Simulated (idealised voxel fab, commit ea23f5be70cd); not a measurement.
Title: Process Module voxel lift off
240 nm wide, 5 nm square cells: that's cross-section cut.
Cross-section layout: square cells on a grid; listed as bands, top to bottom; a band spans one or more cell rows. Band: top and bottom heights (nm) first, top before bottom; then materials from left to right, widths in nm. "full width" marks a sole material filling the band edge to edge. "blank" denotes empty space. Note: height 0 marks the level under which the wafer is uniformly one material as received. Lowest band unbounded below, written "from 0 down". Think of "30..40" as a width that walks from the first number to the second as you go down the band, top row to bottom row, taking equal-sized steps from row to row. "no modification" means the step left every cell of the cross-section as it was. "Fully enclosed voids" enumerates empty spaces isolated from the top, with no open way to it, that contain at least 8 cells, giving each as width x height at distance from the left edge, all three in nm. Heads up: the bit after the settings on a step's line is the simulator's remark on that step. The optional step-line setting "overlay nm" applies to steps with a mask and quantifies how far to the right of its planned location the mask lay, a negative value indicating leftward placement.

PLAN
1. RECEIVE, material Si
2. CONFORMAL_DEP, material Al2O3, thk nm 5
3. PATTERN, tone open, mask id LINES, material resist, width nm 15, pitch nm 55, thk nm 20, overlay nm 0
4. DIRECTIONAL_DEP, material Ru, thk nm 5
5. STRIP, etch materials resist
6. CONFORMAL_DEP, material SiN, thk nm 10
Every wafer here starts from the same state; it is the step 3 width nm that distinguishes them, and the value the plan gives belongs to the first wafer.

SO THIS IS THE FIRST OF SEVERAL WAFERS, CROSS-SECTIONED AS IT CAME TO US, MEANING IT'S AT THE END OF STEP 1
* from 0 down | Si full width
* Fully enclosed voids: none

EACH ROW BELOW IS A WAFER AT THE END OF THE MODULE, LISTING FOR EVERY MATERIAL THE NUMBER OF CELLS IT HAS GAINED (+) OR LOST (-) SINCE IT WAS RECEIVED, FOLLOWED BY ITS CLOSED VOIDS
width nm 15 | +48 Al2O3 | +6 Ru | +104 SiN | Fully enclosed voids: none
width nm 20 | +48 Al2O3 | +8 Ru | +104 SiN | Fully enclosed voids: none
width nm 25 | +48 Al2O3 | +10 Ru | +104 SiN | Fully enclosed voids: none
width nm 30 | +48 Al2O3 | +12 Ru | +104 SiN | Fully enclosed voids: none
width nm 35 | +48 Al2O3 | +14 Ru | +104 SiN | Fully enclosed voids: none
width nm 40 | +48 Al2O3 | +16 Ru | +103 SiN | Fully enclosed voids: none
